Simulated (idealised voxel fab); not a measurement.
The following process module bears the name voxel air gaps.
FYI the section here is cut, 165 nm wide, cells are 5 nm squares.
Cross-section layout: square cells on a grid; listed as bands, top to bottom; a band spans one or more cell rows. For a band, the entry starts with two heights in nm, that of the top and then that of the bottom, and carries on with the band's materials in order from left to right, each alongside its width in nm; the word "everywhere" beside a single material means it fills the band edge to edge, and "empty" means empty space. Beneath 0, the wafer as received is one material, and that level is where height counting begins. The lowest band goes on downward without a bottom; it is written like "0 down". Read "30 to 40" as a graded width: first number on top, second number at the bottom, same change between each pair of neighbouring rows. "no modification" -> step changed no cross-section cell. Closed empty spaces (no open way to the top) of 8 cells or more are what "Closed void table" lists, each as width x height at distance from the left edge, nm for all three. Post-settings text on a step line: simulator's own remark regarding the step. overlay nm: for a step with a mask, the amount by which the mask lay right of where it was planned; a negative amount means left of it.

# The following list gives the planned process steps
| 1 | RECEIVE: material Si |
| 2 | CONFORMAL_DEP: material SiO2, thk nm 10 |
| 3 | CONFORMAL_DEP: material SiN, thk nm 5 |
| 4 | DIRECTIONAL_DEP: material lowk, thk nm 35 |
| 5 | PATTERN: tone open, mask id LINES, material resist, width nm 15, pitch nm 45, thk nm 20, overlay nm 0 |
| 6 | DIRECTIONAL_ETCH: etch materials lowk, depth nm 35 |
| 7 | STRIP: etch materials resist |
| 8 | CONFORMAL_DEP: material TiN, thk nm 5 |
| 9 | FILL_DEP: material Ru, thk nm 5 |
| 10 | CMP: height nm 50 |
| 11 | EPI: material Ru, thk nm 10 |
| 12 | SELECTIVE_ETCH: etch materials lowk, depth nm 45 |
| 13 | CONFORMAL_DEP: material SiCN, thk nm 5 |

# As-received state of the wafer in cross-section, equivalent to post-step 1
* 0 down = Si everywhere
* Closed void table: none

# Module complete, cross-section. Starting point and plan per above. One mistake made in running the module
* 65 to 60 = empty=25 / SiCN=135 / empty=5
* 60 to 50 = empty=25 / SiCN=5 / Ru=35 / SiCN=10 / Ru=35 / SiCN=10 / Ru=35 / SiCN=5 / empty=5
* 50 to 45 = empty=25 / SiCN=15 / TiN=5 / Ru=5 / TiN=5 / SiCN=30 / TiN=5 / Ru=5 / TiN=5 / SiCN=30 / TiN=5 / Ru=5 / TiN=5 / SiCN=15 / empty=5
* 45 to 20 = empty=35 / SiCN=5 / TiN=5 / Ru=5 / TiN=5 / SiCN=5 / empty=20 / SiCN=5 / TiN=5 / Ru=5 / TiN=5 / SiCN=5 / empty=20 / SiCN=5 / TiN=5 / Ru=5 / TiN=5 / SiCN=5 / empty=15
* 20 to 15 = SiCN=40 / TiN=15 / SiCN=30 / TiN=15 / SiCN=30 / TiN=15 / SiCN=20
* 15 to 10 = SiN everywhere
* 10 to 0 = SiO2 everywhere
* 0 down = Si everywhere
* Closed void table: 20 x 25 at 60; 20 x 25 at 105
What went wrong in running the wafer? step 5 deviated from plan and actually ran as PATTERN: tone open, mask id LINES, material resist, width nm 15, pitch nm 45, thk nm 20, overlay nm 10
